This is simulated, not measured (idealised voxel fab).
The name of this process module is voxel self aligned contacts.
The cross-section on display is named cut; it measures 255 nm wide, and its cells are 5 nm squares.
Just so we're on the same page, the cross-sections are grids of square cells, and they're listed out in bands top to bottom, each band one or more rows deep. Top height, bottom height, nm. Materials left to right, width each, nm. Single material + "throughout" = fills band edge to edge. "air" = empty. Where do heights start? At 0: under that level the wafer as delivered is made of one material only. And the lowest band has no floor; it just carries on downward, as in "0 down". Width spec "30 to 40" -> top row of cells at first value, bottom row at second value, equal per-row change in between. It should be understood that the words "remained the same", when stated for a given step, signify that the cross-section underwent no change in any of its cells during that step. "Enclosed cavities" lists enclosed empty spaces (at least 8 cells, no open path upward to the top), each as width x height at distance from the left edge, in nm. Past the settings on a step's line: simulator remark, on that step. For masked steps, "overlay nm" on the step line gives how far right of plan the mask actually lay; a minus sign means it lay to the left.

-- Here's what the planned process steps look like
1) RECEIVE (material Si)
2) CONFORMAL_DEP (material SiO2; thk nm 5)
3) DIRECTIONAL_DEP (material polySi; thk nm 25)
4) DIRECTIONAL_DEP (material SiN; thk nm 25)
5) PATTERN (tone cover; mask id GATE; material resist; width nm 25; pitch nm 60; thk nm 15; overlay nm 0)
6) DIRECTIONAL_ETCH (etch materials SiN; depth nm 25)
7) DIRECTIONAL_ETCH (etch materials polySi; depth nm 25)
8) STRIP (etch materials resist)
9) CONFORMAL_DEP (material SiN; thk nm 10)
10) DIRECTIONAL_ETCH (etch materials SiN; depth nm 10)
11) FILL_DEP (material SiO2; thk nm 15)
12) CMP (height nm 60)
13) PATTERN (tone open; mask id CONTACT; material resist; width nm 45; thk nm 15; overlay nm 0)
14) DIRECTIONAL_ETCH (etch materials SiO2; depth nm 60)
15) STRIP (etch materials resist)
16) CONFORMAL_DEP (material TiN; thk nm 5)
17) FILL_DEP (material Ru; thk nm 5)
18) CMP (height nm 60)
19) CONFORMAL_DEP (material SiCN; thk nm 5)

-- The first of the two wafers, which ran as planned

-- Cross-section: wafer on arrival = after step 1
> 0 down | Si throughout
> Enclosed cavities: none

-- How the wafer stands in section after step 2
> 5 to 0 | SiO2 throughout
> Rest of section, below 0: as before.

-- How the wafer stands in section after step 3
> 30 to 5 | polySi throughout
> Rest of section, below 5: as before.

-- How the wafer stands in section after step 4
> 55 to 30 | SiN throughout
> Rest of section, below 30: as before.

-- How the wafer stands in section after step 5
> 70 to 55 | air 85 nm  resist 25 nm  air 35 nm  resist 25 nm  air 85 nm
> Rest of section, below 55: as before.

-- How the wafer stands in section after step 6
> 70 to 55 | air 85 nm  resist 25 nm  air 35 nm  resist 25 nm  air 85 nm
> 55 to 30 | air 85 nm  SiN 25 nm  air 35 nm  SiN 25 nm  air 85 nm
> Rest of section, below 30: as before.

-- How the wafer stands in section after step 7
> 70 to 55 | air 85 nm  resist 25 nm  air 35 nm  resist 25 nm  air 85 nm
> 55 to 30 | air 85 nm  SiN 25 nm  air 35 nm  SiN 25 nm  air 85 nm
> 30 to 5 | air 85 nm  polySi 25 nm  air 35 nm  polySi 25 nm  air 85 nm
> Rest of section, below 5: as before.

-- How the wafer stands in section after step 8
> 55 to 30 | air 85 nm  SiN 25 nm  air 35 nm  SiN 25 nm  air 85 nm
> Rest of section, below 30: as before.

-- How the wafer stands in section after step 9
> 65 to 30 | air 75 nm  SiN 45 nm  air 15 nm  SiN 45 nm  air 75 nm
> 30 to 15 | air 75 nm  SiN 10 nm  polySi 25 nm  SiN 10 nm  air 15 nm  SiN 10 nm  polySi 25 nm  SiN 10 nm  air 75 nm
> 15 to 5 | SiN 85 nm  polySi 25 nm  SiN 35 nm  polySi 25 nm  SiN 85 nm
> Rest of section, below 5: as before.

-- How the wafer stands in section after step 10
> 55 to 30 | air 75 nm  SiN 45 nm  air 15 nm  SiN 45 nm  air 75 nm
> 30 to 5 | air 75 nm  SiN 10 nm  polySi 25 nm  SiN 10 nm  air 15 nm  SiN 10 nm  polySi 25 nm  SiN 10 nm  air 75 nm
> Rest of section, below 5: as before.

-- How the wafer stands in section after step 11
> 70 to 55 | SiO2 throughout
> 55 to 30 | SiO2 75 nm  SiN 45 nm  SiO2 15 nm  SiN 45 nm  SiO2 75 nm
> 30 to 5 | SiO2 75 nm  SiN 10 nm  polySi 25 nm  SiN 10 nm  SiO2 15 nm  SiN 10 nm  polySi 25 nm  SiN 10 nm  SiO2 75 nm
> Rest of section, below 5: as before.

-- How the wafer stands in section after step 12
> 60 to 55 | SiO2 throughout
> Rest of section, below 55: as before.

-- How the wafer stands in section after step 13
> 75 to 60 | resist 105 nm  air 45 nm  resist 105 nm
> Rest of section, below 60: as before.

-- How the wafer stands in section after step 14
> 75 to 60 | resist 105 nm  air 45 nm  resist 105 nm
> 60 to 55 | SiO2 105 nm  air 45 nm  SiO2 105 nm
> 55 to 30 | SiO2 75 nm  SiN 45 nm  air 15 nm  SiN 45 nm  SiO2 75 nm
> 30 to 5 | SiO2 75 nm  SiN 10 nm  polySi 25 nm  SiN 10 nm  air 15 nm  SiN 10 nm  polySi 25 nm  SiN 10 nm  SiO2 75 nm
> 5 to 0 | SiO2 120 nm  air 15 nm  SiO2 120 nm
> Rest of section, below 0: as before.

-- How the wafer stands in section after step 15
> 60 to 55 | SiO2 105 nm  air 45 nm  SiO2 105 nm
> Rest of section, below 55: as before.

-- How the wafer stands in section after step 16
> 65 to 60 | TiN 110 nm  air 35 nm  TiN 110 nm
> 60 to 55 | SiO2 105 nm  TiN 20 nm  air 5 nm  TiN 20 nm  SiO2 105 nm
> 55 to 30 | SiO2 75 nm  SiN 45 nm  TiN 5 nm  air 5 nm  TiN 5 nm  SiN 45 nm  SiO2 75 nm
> 30 to 5 | SiO2 75 nm  SiN 10 nm  polySi 25 nm  SiN 10 nm  TiN 5 nm  air 5 nm  TiN 5 nm  SiN 10 nm  polySi 25 nm  SiN 10 nm  SiO2 75 nm
> 5 to 0 | SiO2 120 nm  TiN 15 nm  SiO2 120 nm
> Rest of section, below 0: as before.

-- How the wafer stands in section after step 17
> 70 to 65 | Ru throughout
> 65 to 60 | TiN 110 nm  Ru 35 nm  TiN 110 nm
> 60 to 55 | SiO2 105 nm  TiN 20 nm  Ru 5 nm  TiN 20 nm  SiO2 105 nm
> 55 to 30 | SiO2 75 nm  SiN 45 nm  TiN 5 nm  Ru 5 nm  TiN 5 nm  SiN 45 nm  SiO2 75 nm
> 30 to 5 | SiO2 75 nm  SiN 10 nm  polySi 25 nm  SiN 10 nm  TiN 5 nm  Ru 5 nm  TiN 5 nm  SiN 10 nm  polySi 25 nm  SiN 10 nm  SiO2 75 nm
> Rest of section, below 5: as before.

-- How the wafer stands in section after step 18
> 60 to 55 | SiO2 105 nm  TiN 20 nm  Ru 5 nm  TiN 20 nm  SiO2 105 nm
> Rest of section, below 55: as before.

-- How the wafer stands in section after step 19
> 65 to 60 | SiCN throughout
> Rest of section, below 60: as before.

-- It is to be noted that the second wafer proceeded from the same initial state and according to the same plan as the first, although one mistake was committed in its execution; through step 4, inclusive, the two wafers share an identical history

-- Planned end of step 5: second wafer, cross-section
> 70 to 55 | air 95 nm  resist 25 nm  air 35 nm  resist 25 nm  air 75 nm
> Rest of section, below 55: as before.

-- Planned end of step 6: second wafer, cross-section
> 70 to 55 | air 95 nm  resist 25 nm  air 35 nm  resist 25 nm  air 75 nm
> 55 to 30 | air 95 nm  SiN 25 nm  air 35 nm  SiN 25 nm  air 75 nm
> Rest of section, below 30: as before.

-- Planned end of step 7: second wafer, cross-section
> 70 to 55 | air 95 nm  resist 25 nm  air 35 nm  resist 25 nm  air 75 nm
> 55 to 30 | air 95 nm  SiN 25 nm  air 35 nm  SiN 25 nm  air 75 nm
> 30 to 5 | air 95 nm  polySi 25 nm  air 35 nm  polySi 25 nm  air 75 nm
> Rest of section, below 5: as before.

-- Planned end of step 8: second wafer, cross-section
> 55 to 30 | air 95 nm  SiN 25 nm  air 35 nm  SiN 25 nm  air 75 nm
> Rest of section, below 30: as before.

-- Planned end of step 9: second wafer, cross-section
> 65 to 30 | air 85 nm  SiN 45 nm  air 15 nm  SiN 45 nm  air 65 nm
> 30 to 15 | air 85 nm  SiN 10 nm  polySi 25 nm  SiN 10 nm  air 15 nm  SiN 10 nm  polySi 25 nm  SiN 10 nm  air 65 nm
> 15 to 5 | SiN 95 nm  polySi 25 nm  SiN 35 nm  polySi 25 nm  SiN 75 nm
> Rest of section, below 5: as before.

-- Planned end of step 10: second wafer, cross-section
> 55 to 30 | air 85 nm  SiN 45 nm  air 15 nm  SiN 45 nm  air 65 nm
> 30 to 5 | air 85 nm  SiN 10 nm  polySi 25 nm  SiN 10 nm  air 15 nm  SiN 10 nm  polySi 25 nm  SiN 10 nm  air 65 nm
> Rest of section, below 5: as before.

-- Planned end of step 11: second wafer, cross-section
> 70 to 55 | SiO2 throughout
> 55 to 30 | SiO2 85 nm  SiN 45 nm  SiO2 15 nm  SiN 45 nm  SiO2 65 nm
> 30 to 5 | SiO2 85 nm  SiN 10 nm  polySi 25 nm  SiN 10 nm  SiO2 15 nm  SiN 10 nm  polySi 25 nm  SiN 10 nm  SiO2 65 nm
> Rest of section, below 5: as before.

-- Planned end of step 12: second wafer, cross-section
> 60 to 55 | SiO2 throughout
> Rest of section, below 55: as before.

-- Planned end of step 13: second wafer, cross-section
> 75 to 60 | resist 105 nm  air 45 nm  resist 105 nm
> Rest of section, below 60: as before.

-- Planned end of step 14: second wafer, cross-section
> 75 to 60 | resist 105 nm  air 45 nm  resist 105 nm
> 60 to 55 | SiO2 105 nm  air 45 nm  SiO2 105 nm
> 55 to 30 | SiO2 85 nm  SiN 45 nm  air 15 nm  SiN 45 nm  SiO2 65 nm
> 30 to 5 | SiO2 85 nm  SiN 10 nm  polySi 25 nm  SiN 10 nm  air 15 nm  SiN 10 nm  polySi 25 nm  SiN 10 nm  SiO2 65 nm
> 5 to 0 | SiO2 130 nm  air 15 nm  SiO2 110 nm
> Rest of section, below 0: as before.

-- Planned end of step 15: second wafer, cross-section
> 60 to 55 | SiO2 105 nm  air 45 nm  SiO2 105 nm
> Rest of section, below 55: as before.

-- Planned end of step 16: second wafer, cross-section
> 65 to 60 | TiN 110 nm  air 35 nm  TiN 110 nm
> 60 to 55 | SiO2 105 nm  TiN 30 nm  air 5 nm  TiN 10 nm  SiO2 105 nm
> 55 to 30 | SiO2 85 nm  SiN 45 nm  TiN 5 nm  air 5 nm  TiN 5 nm  SiN 45 nm  SiO2 65 nm
> 30 to 5 | SiO2 85 nm  SiN 10 nm  polySi 25 nm  SiN 10 nm  TiN 5 nm  air 5 nm  TiN 5 nm  SiN 10 nm  polySi 25 nm  SiN 10 nm  SiO2 65 nm
> 5 to 0 | SiO2 130 nm  TiN 15 nm  SiO2 110 nm
> Rest of section, below 0: as before.

-- Planned end of step 17: second wafer, cross-section
> 70 to 65 | Ru throughout
> 65 to 60 | TiN 110 nm  Ru 35 nm  TiN 110 nm
> 60 to 55 | SiO2 105 nm  TiN 30 nm  Ru 5 nm  TiN 10 nm  SiO2 105 nm
> 55 to 30 | SiO2 85 nm  SiN 45 nm  TiN 5 nm  Ru 5 nm  TiN 5 nm  SiN 45 nm  SiO2 65 nm
> 30 to 5 | SiO2 85 nm  SiN 10 nm  polySi 25 nm  SiN 10 nm  TiN 5 nm  Ru 5 nm  TiN 5 nm  SiN 10 nm  polySi 25 nm  SiN 10 nm  SiO2 65 nm
> Rest of section, below 5: as before.

-- Planned end of step 18: second wafer, cross-section
> 60 to 55 | SiO2 105 nm  TiN 30 nm  Ru 5 nm  TiN 10 nm  SiO2 105 nm
> Rest of section, below 55: as before.

-- Planned end of step 19: second wafer, cross-section
> 65 to 60 | SiCN throughout
> Rest of section, below 60: as before.
What went wrong in running the wafer? planned and actual differ for step 5; actual: PATTERN (tone cover; mask id GATE; material resist; width nm 25; pitch nm 60; thk nm 15; overlay nm 10)
When the process is done, the second wafer contains the same cell count of every material as the first wafer, but distributed over other locations.
